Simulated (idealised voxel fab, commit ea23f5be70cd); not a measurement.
Process module heading - voxel trench capacitor
270 nm wide, 5 nm square cells: that's cross-section cut.
The cross-sections in this document take the form of a grid made of square cells. They are written out as bands, in order from top to bottom. Each band consists of one or more rows of cells.
Top height, bottom height, nm. Materials left to right, width each, nm. Single material + "throughout" = fills band edge to edge. "blank" = empty.
Height is counted from the level 0, under which the received wafer is composed throughout of one material. The lowest of the bands is not closed at the bottom but continues downward, in the notation "0..down".
Top row gets the first number, bottom row gets the second, and each row in between changes by the same step: that is how a band width like "30 to 40" works.
"changes: none" for a step: no cell of the cross-section changed in that step.
For the entry "Enclosed void catalog", the listed items are empty spaces with no open way to the top whose size is 8 cells or more; each item follows the pattern width x height at distance, where distance is from the left edge and all three are in nm.
On each step's line, the part that comes after the settings is the simulator's own comment on the step.
A step's line can hold "overlay nm"; with a mask on that step, the setting says how far right of the planned place the mask lay, while a negative setting says it lay to the left.
## List of planned process steps
- 1: RECEIVE,material Si
- 2: CONFORMAL_DEP,material SiN,thk nm 10
- 3: DIRECTIONAL_DEP,material aC,thk nm 15
- 4: PATTERN,tone open,mask id TRENCH,material resist,width nm 25,pitch nm 40,thk nm 35,overlay nm 0
- 5: DIRECTIONAL_ETCH,etch materials aC,depth nm 15
- 6: STRIP,etch materials resist
- 7: DIRECTIONAL_ETCH,etch materials SiN,depth nm 10
- 8: DIRECTIONAL_ETCH,etch materials Si,depth nm 30
- 9: STRIP,etch materials aC
- 10: CONFORMAL_DEP,material HfO2,thk nm 5
- 11: CONFORMAL_DEP,material TiN,thk nm 5
- 12: FILL_DEP,material W,thk nm 5
- 13: CMP,height nm 10
## Concerning the first of two wafers, which was run in accordance with the plan
## Wafer as received: cross-section following step 1
0..down: Si throughout
Enclosed void catalog: none
## Wafer xsec, post step 2
10..0: SiN throughout
Below a height of 0, the structure has not been altered.
## Wafer xsec, post step 3
25..10: aC throughout
Below a height of 10, the structure has not been altered.
## Wafer xsec, post step 4
60..25: 80 nm resist, 25 nm blank, 15 nm resist, 25 nm blank, 15 nm resist, 25 nm blank, 85 nm resist
Below a height of 25, the structure has not been altered.
## Wafer xsec, post step 5
45..25: 80 nm resist, 25 nm blank, 15 nm resist, 25 nm blank, 15 nm resist, 25 nm blank, 85 nm resist
25..10: 80 nm aC, 25 nm blank, 15 nm aC, 25 nm blank, 15 nm aC, 25 nm blank, 85 nm aC
Below a height of 10, the structure has not been altered.
## Wafer xsec, post step 6
25..10: 80 nm aC, 25 nm blank, 15 nm aC, 25 nm blank, 15 nm aC, 25 nm blank, 85 nm aC
Below a height of 10, the structure has not been altered.
## Wafer xsec, post step 7
25..10: 80 nm aC, 25 nm blank, 15 nm aC, 25 nm blank, 15 nm aC, 25 nm blank, 85 nm aC
10..0: 80 nm SiN, 25 nm blank, 15 nm SiN, 25 nm blank, 15 nm SiN, 25 nm blank, 85 nm SiN
Below a height of 0, the structure has not been altered.
## Wafer xsec, post step 8
25..10: 80 nm aC, 25 nm blank, 15 nm aC, 25 nm blank, 15 nm aC, 25 nm blank, 85 nm aC
10..0: 80 nm SiN, 25 nm blank, 15 nm SiN, 25 nm blank, 15 nm SiN, 25 nm blank, 85 nm SiN
0..-30: 80 nm Si, 25 nm blank, 15 nm Si, 25 nm blank, 15 nm Si, 25 nm blank, 85 nm Si
Below a height of -30, the structure has not been altered.
## Wafer xsec, post step 9
10..0: 80 nm SiN, 25 nm blank, 15 nm SiN, 25 nm blank, 15 nm SiN, 25 nm blank, 85 nm SiN
Below a height of 0, the structure has not been altered.
## Wafer xsec, post step 10
15..10: 85 nm HfO2, 15 nm blank, 25 nm HfO2, 15 nm blank, 25 nm HfO2, 15 nm blank, 90 nm HfO2
10..0: 80 nm SiN, 5 nm HfO2, 15 nm blank, 5 nm HfO2, 15 nm SiN, 5 nm HfO2, 15 nm blank, 5 nm HfO2, 15 nm SiN, 5 nm HfO2, 15 nm blank, 5 nm HfO2, 85 nm SiN
0..-25: 80 nm Si, 5 nm HfO2, 15 nm blank, 5 nm HfO2, 15 nm Si, 5 nm HfO2, 15 nm blank, 5 nm HfO2, 15 nm Si, 5 nm HfO2, 15 nm blank, 5 nm HfO2, 85 nm Si
-25..-30: 80 nm Si, 25 nm HfO2, 15 nm Si, 25 nm HfO2, 15 nm Si, 25 nm HfO2, 85 nm Si
Below a height of -30, the structure has not been altered.
## Wafer xsec, post step 11
20..15: 90 nm TiN, 5 nm blank, 35 nm TiN, 5 nm blank, 35 nm TiN, 5 nm blank, 95 nm TiN
15..10: 85 nm HfO2, 5 nm TiN, 5 nm blank, 5 nm TiN, 25 nm HfO2, 5 nm TiN, 5 nm blank, 5 nm TiN, 25 nm HfO2, 5 nm TiN, 5 nm blank, 5 nm TiN, 90 nm HfO2
10..0: 80 nm SiN, 5 nm HfO2, 5 nm TiN, 5 nm blank, 5 nm TiN, 5 nm HfO2, 15 nm SiN, 5 nm HfO2, 5 nm TiN, 5 nm blank, 5 nm TiN, 5 nm HfO2, 15 nm SiN, 5 nm HfO2, 5 nm TiN, 5 nm blank, 5 nm TiN, 5 nm HfO2, 85 nm SiN
0..-20: 80 nm Si, 5 nm HfO2, 5 nm TiN, 5 nm blank, 5 nm TiN, 5 nm HfO2, 15 nm Si, 5 nm HfO2, 5 nm TiN, 5 nm blank, 5 nm TiN, 5 nm HfO2, 15 nm Si, 5 nm HfO2, 5 nm TiN, 5 nm blank, 5 nm TiN, 5 nm HfO2, 85 nm Si
-20..-25: 80 nm Si, 5 nm HfO2, 15 nm TiN, 5 nm HfO2, 15 nm Si, 5 nm HfO2, 15 nm TiN, 5 nm HfO2, 15 nm Si, 5 nm HfO2, 15 nm TiN, 5 nm HfO2, 85 nm Si
Below a height of -25, the structure has not been altered.
## Wafer xsec, post step 12
25..20: W throughout
20..15: 90 nm TiN, 5 nm W, 35 nm TiN, 5 nm W, 35 nm TiN, 5 nm W, 95 nm TiN
15..10: 85 nm HfO2, 5 nm TiN, 5 nm W, 5 nm TiN, 25 nm HfO2, 5 nm TiN, 5 nm W, 5 nm TiN, 25 nm HfO2, 5 nm TiN, 5 nm W, 5 nm TiN, 90 nm HfO2
10..0: 80 nm SiN, 5 nm HfO2, 5 nm TiN, 5 nm W, 5 nm TiN, 5 nm HfO2, 15 nm SiN, 5 nm HfO2, 5 nm TiN, 5 nm W, 5 nm TiN, 5 nm HfO2, 15 nm SiN, 5 nm HfO2, 5 nm TiN, 5 nm W, 5 nm TiN, 5 nm HfO2, 85 nm SiN
0..-20: 80 nm Si, 5 nm HfO2, 5 nm TiN, 5 nm W, 5 nm TiN, 5 nm HfO2, 15 nm Si, 5 nm HfO2, 5 nm TiN, 5 nm W, 5 nm TiN, 5 nm HfO2, 15 nm Si, 5 nm HfO2, 5 nm TiN, 5 nm W, 5 nm TiN, 5 nm HfO2, 85 nm Si
Below a height of -20, the structure has not been altered.
## Wafer xsec, post step 13
10..0: 80 nm SiN, 5 nm HfO2, 5 nm TiN, 5 nm W, 5 nm TiN, 5 nm HfO2, 15 nm SiN, 5 nm HfO2, 5 nm TiN, 5 nm W, 5 nm TiN, 5 nm HfO2, 15 nm SiN, 5 nm HfO2, 5 nm TiN, 5 nm W, 5 nm TiN, 5 nm HfO2, 85 nm SiN
Below a height of 0, the structure has not been altered.
## Regarding the second of the two wafers: it shared the first wafer's starting condition and process plan, yet one error occurred during its execution. Its history coincides with that of the first wafer up to and including step 3
## Cross-section of the second wafer at the time step 4 of the plan should have ended
60..25: 90 nm resist, 25 nm blank, 15 nm resist, 25 nm blank, 15 nm resist, 25 nm blank, 75 nm resist
Below a height of 25, the structure has not been altered.
## Cross-section of the second wafer at the time step 5 of the plan should have ended
45..25: 90 nm resist, 25 nm blank, 15 nm resist, 25 nm blank, 15 nm resist, 25 nm blank, 75 nm resist
25..10: 90 nm aC, 25 nm blank, 15 nm aC, 25 nm blank, 15 nm aC, 25 nm blank, 75 nm aC
Below a height of 10, the structure has not been altered.
## Cross-section of the second wafer at the time step 6 of the plan should have ended
25..10: 90 nm aC, 25 nm blank, 15 nm aC, 25 nm blank, 15 nm aC, 25 nm blank, 75 nm aC
Below a height of 10, the structure has not been altered.
## Cross-section of the second wafer at the time step 7 of the plan should have ended
25..10: 90 nm aC, 25 nm blank, 15 nm aC, 25 nm blank, 15 nm aC, 25 nm blank, 75 nm aC
10..0: 90 nm SiN, 25 nm blank, 15 nm SiN, 25 nm blank, 15 nm SiN, 25 nm blank, 75 nm SiN
Below a height of 0, the structure has not been altered.
## Cross-section of the second wafer at the time step 8 of the plan should have ended
25..10: 90 nm aC, 25 nm blank, 15 nm aC, 25 nm blank, 15 nm aC, 25 nm blank, 75 nm aC
10..0: 90 nm SiN, 25 nm blank, 15 nm SiN, 25 nm blank, 15 nm SiN, 25 nm blank, 75 nm SiN
0..-30: 90 nm Si, 25 nm blank, 15 nm Si, 25 nm blank, 15 nm Si, 25 nm blank, 75 nm Si
Below a height of -30, the structure has not been altered.
## Cross-section of the second wafer at the time step 9 of the plan should have ended
10..0: 90 nm SiN, 25 nm blank, 15 nm SiN, 25 nm blank, 15 nm SiN, 25 nm blank, 75 nm SiN
Below a height of 0, the structure has not been altered.
## Cross-section of the second wafer at the time step 10 of the plan should have ended
15..10: 95 nm HfO2, 15 nm blank, 25 nm HfO2, 15 nm blank, 25 nm HfO2, 15 nm blank, 80 nm HfO2
10..0: 90 nm SiN, 5 nm HfO2, 15 nm blank, 5 nm HfO2, 15 nm SiN, 5 nm HfO2, 15 nm blank, 5 nm HfO2, 15 nm SiN, 5 nm HfO2, 15 nm blank, 5 nm HfO2, 75 nm SiN
0..-25: 90 nm Si, 5 nm HfO2, 15 nm blank, 5 nm HfO2, 15 nm Si, 5 nm HfO2, 15 nm blank, 5 nm HfO2, 15 nm Si, 5 nm HfO2, 15 nm blank, 5 nm HfO2, 75 nm Si
-25..-30: 90 nm Si, 25 nm HfO2, 15 nm Si, 25 nm HfO2, 15 nm Si, 25 nm HfO2, 75 nm Si
Below a height of -30, the structure has not been altered.
## Cross-section of the second wafer at the time step 11 of the plan should have ended
20..15: 100 nm TiN, 5 nm blank, 35 nm TiN, 5 nm blank, 35 nm TiN, 5 nm blank, 85 nm TiN
15..10: 95 nm HfO2, 5 nm TiN, 5 nm blank, 5 nm TiN, 25 nm HfO2, 5 nm TiN, 5 nm blank, 5 nm TiN, 25 nm HfO2, 5 nm TiN, 5 nm blank, 5 nm TiN, 80 nm HfO2
10..0: 90 nm SiN, 5 nm HfO2, 5 nm TiN, 5 nm blank, 5 nm TiN, 5 nm HfO2, 15 nm SiN, 5 nm HfO2, 5 nm TiN, 5 nm blank, 5 nm TiN, 5 nm HfO2, 15 nm SiN, 5 nm HfO2, 5 nm TiN, 5 nm blank, 5 nm TiN, 5 nm HfO2, 75 nm SiN
0..-20: 90 nm Si, 5 nm HfO2, 5 nm TiN, 5 nm blank, 5 nm TiN, 5 nm HfO2, 15 nm Si, 5 nm HfO2, 5 nm TiN, 5 nm blank, 5 nm TiN, 5 nm HfO2, 15 nm Si, 5 nm HfO2, 5 nm TiN, 5 nm blank, 5 nm TiN, 5 nm HfO2, 75 nm Si
-20..-25: 90 nm Si, 5 nm HfO2, 15 nm TiN, 5 nm HfO2, 15 nm Si, 5 nm HfO2, 15 nm TiN, 5 nm HfO2, 15 nm Si, 5 nm HfO2, 15 nm TiN, 5 nm HfO2, 75 nm Si
Below a height of -25, the structure has not been altered.
## Cross-section of the second wafer at the time step 12 of the plan should have ended
25..20: W throughout
20..15: 100 nm TiN, 5 nm W, 35 nm TiN, 5 nm W, 35 nm TiN, 5 nm W, 85 nm TiN
15..10: 95 nm HfO2, 5 nm TiN, 5 nm W, 5 nm TiN, 25 nm HfO2, 5 nm TiN, 5 nm W, 5 nm TiN, 25 nm HfO2, 5 nm TiN, 5 nm W, 5 nm TiN, 80 nm HfO2
10..0: 90 nm SiN, 5 nm HfO2, 5 nm TiN, 5 nm W, 5 nm TiN, 5 nm HfO2, 15 nm SiN, 5 nm HfO2, 5 nm TiN, 5 nm W, 5 nm TiN, 5 nm HfO2, 15 nm SiN, 5 nm HfO2, 5 nm TiN, 5 nm W, 5 nm TiN, 5 nm HfO2, 75 nm SiN
0..-20: 90 nm Si, 5 nm HfO2, 5 nm TiN, 5 nm W, 5 nm TiN, 5 nm HfO2, 15 nm Si, 5 nm HfO2, 5 nm TiN, 5 nm W, 5 nm TiN, 5 nm HfO2, 15 nm Si, 5 nm HfO2, 5 nm TiN, 5 nm W, 5 nm TiN, 5 nm HfO2, 75 nm Si
Below a height of -20, the structure has not been altered.
## Cross-section of the second wafer at the time step 13 of the plan should have ended
10..0: 90 nm SiN, 5 nm HfO2, 5 nm TiN, 5 nm W, 5 nm TiN, 5 nm HfO2, 15 nm SiN, 5 nm HfO2, 5 nm TiN, 5 nm W, 5 nm TiN, 5 nm HfO2, 15 nm SiN, 5 nm HfO2, 5 nm TiN, 5 nm W, 5 nm TiN, 5 nm HfO2, 75 nm SiN
Below a height of 0, the structure has not been altered.
Deviation from plan: for step 4, the planned setting was not used; the step was instead run as PATTERN,tone open,mask id TRENCH,material resist,width nm 25,pitch nm 40,thk nm 35,overlay nm 10
Comparing end states, the material composition by cell count is preserved from the first wafer to the second, while the locations of the cells are not.
